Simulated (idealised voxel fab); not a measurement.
Process module, titled voxel local oxidation
This is section cut - it's 280 nm across, gridded in 5 nm square cells.
A cross-section is a grid of square cells, given in bands from the top down. A band is one or more rows of cells.
Band entry format. Leading values: height of top, height of bottom, nm. Remainder: materials in left-to-right order, each with its width in nm. Special words: "full width" on a single material, which then fills the band edge to edge; "empty", empty space.
Height datum 0, below which the as-received substrate wafer is one material. Lowest band open at the bottom, running downward: "from 0 down".
Width "30..40": first value at the band's top row of cells, second value at its bottom row, equal change from row to row.
No cell of the cross-section changed in a step that is given as "nothing was modified".
Heads up: "Sealed void listing" only lists the empty pockets with no open path to the top that are 8 cells or more, and it writes them as width x height at distance, distance from the left edge, in nm.
On a step's line, text after the settings is the simulator commenting on that step.
Among the settings permitted on a step's line is "overlay nm"; applied to a step with a mask, it specifies the extent to which the mask lay to the right of its planned position, whereas a negative figure signifies a position to the left.

# The planned process steps are enumerated hereunder
1: RECEIVE [material Si]
2: CONFORMAL_DEP [material SiO2] [thk nm 5]
3: CONFORMAL_DEP [material SiN] [thk nm 15]
4: DIRECTIONAL_DEP [material aC] [thk nm 15]
5: PATTERN [tone cover] [mask id ACTIVE] [material resist] [width nm 125] [thk nm 30] [overlay nm 0]
6: DIRECTIONAL_ETCH [etch materials aC] [depth nm 15]
7: STRIP [etch materials resist]
8: DIRECTIONAL_ETCH [etch materials SiN] [depth nm 15]
9: STRIP [etch materials aC]
10: SELECTIVE_ETCH [etch materials SiO2] [depth nm 5]
11: OXIDIZE [depth nm 15]
12: STRIP [etch materials SiN]

# Wafer, first of two, run as planned

# As received (post step 1): cross-section
    from 0 down = Si full width
    Sealed void listing: none

# Presented here is a cross-section of the wafer after step 2 has been performed
    from 5 to 0 = SiO2 full width
    Everything below 0 is unchanged.

# Presented here is a cross-section of the wafer after step 3 has been performed
    from 20 to 5 = SiN full width
    Everything below 5 is unchanged.

# Presented here is a cross-section of the wafer after step 4 has been performed
    from 35 to 20 = aC full width
    Everything below 20 is unchanged.

# Presented here is a cross-section of the wafer after step 5 has been performed
    from 65 to 35 = empty 75 nm, then resist 125 nm, then empty 80 nm
    Everything below 35 is unchanged.

# Presented here is a cross-section of the wafer after step 6 has been performed
    from 50 to 35 = empty 75 nm, then resist 125 nm, then empty 80 nm
    from 35 to 20 = empty 75 nm, then aC 125 nm, then empty 80 nm
    Everything below 20 is unchanged.

# Presented here is a cross-section of the wafer after step 7 has been performed
    from 35 to 20 = empty 75 nm, then aC 125 nm, then empty 80 nm
    Everything below 20 is unchanged.

# Presented here is a cross-section of the wafer after step 8 has been performed
    from 35 to 20 = empty 75 nm, then aC 125 nm, then empty 80 nm
    from 20 to 5 = empty 75 nm, then SiN 125 nm, then empty 80 nm
    Everything below 5 is unchanged.

# Presented here is a cross-section of the wafer after step 9 has been performed
    from 20 to 5 = empty 75 nm, then SiN 125 nm, then empty 80 nm
    Everything below 5 is unchanged.

# Presented here is a cross-section of the wafer after step 10 has been performed
    from 20 to 5 = empty 75 nm, then SiN 125 nm, then empty 80 nm
    from 5 to 0 = empty 80 nm, then SiO2 115 nm, then empty 85 nm
    Everything below 0 is unchanged.

# Presented here is a cross-section of the wafer after step 11 has been performed
    from 20 to 5 = empty 75 nm, then SiN 125 nm, then empty 80 nm
    from 5 to 0 = empty 80 nm, then SiO2 115 nm, then empty 85 nm
    from 0 to -15 = SiO2 95 nm, then Si 85 nm, then SiO2 100 nm
    Everything below -15 is unchanged.

# Presented here is a cross-section of the wafer after step 12 has been performed
    from 5 to 0 = empty 80 nm, then SiO2 115 nm, then empty 85 nm
    Everything below 0 is unchanged.

# Now the other wafer: same start, same recipe, but we messed up one thing when running it. Up to and including step 4 it's the same as the first one

# Cross-section of the second wafer at the time by which step 5 should have been completed according to the plan
    from 65 to 35 = empty 80 nm, then resist 125 nm, then empty 75 nm
    Everything below 35 is unchanged.

# Cross-section of the second wafer at the time by which step 6 should have been completed according to the plan
    from 50 to 35 = empty 80 nm, then resist 125 nm, then empty 75 nm
    from 35 to 20 = empty 80 nm, then aC 125 nm, then empty 75 nm
    Everything below 20 is unchanged.

# Cross-section of the second wafer at the time by which step 7 should have been completed according to the plan
    from 35 to 20 = empty 80 nm, then aC 125 nm, then empty 75 nm
    Everything below 20 is unchanged.

# Cross-section of the second wafer at the time by which step 8 should have been completed according to the plan
    from 35 to 20 = empty 80 nm, then aC 125 nm, then empty 75 nm
    from 20 to 5 = empty 80 nm, then SiN 125 nm, then empty 75 nm
    Everything below 5 is unchanged.

# Cross-section of the second wafer at the time by which step 9 should have been completed according to the plan
    from 20 to 5 = empty 80 nm, then SiN 125 nm, then empty 75 nm
    Everything below 5 is unchanged.

# Cross-section of the second wafer at the time by which step 10 should have been completed according to the plan
    from 20 to 5 = empty 80 nm, then SiN 125 nm, then empty 75 nm
    from 5 to 0 = empty 85 nm, then SiO2 115 nm, then empty 80 nm
    Everything below 0 is unchanged.

# Cross-section of the second wafer at the time by which step 11 should have been completed according to the plan
    from 20 to 5 = empty 80 nm, then SiN 125 nm, then empty 75 nm
    from 5 to 0 = empty 85 nm, then SiO2 115 nm, then empty 80 nm
    from 0 to -15 = SiO2 100 nm, then Si 85 nm, then SiO2 95 nm
    Everything below -15 is unchanged.

# Cross-section of the second wafer at the time by which step 12 should have been completed according to the plan
    from 5 to 0 = empty 85 nm, then SiO2 115 nm, then empty 80 nm
    Everything below 0 is unchanged.
Heads up, the wafer didn't run the way we planned it: step 5 was not run as planned; what actually ran was PATTERN [tone cover] [mask id ACTIVE] [material resist] [width nm 125] [thk nm 30] [overlay nm 5]
The concluding comparison shows that, measured in cells, each material is equally abundant on both wafers, albeit at different positions.
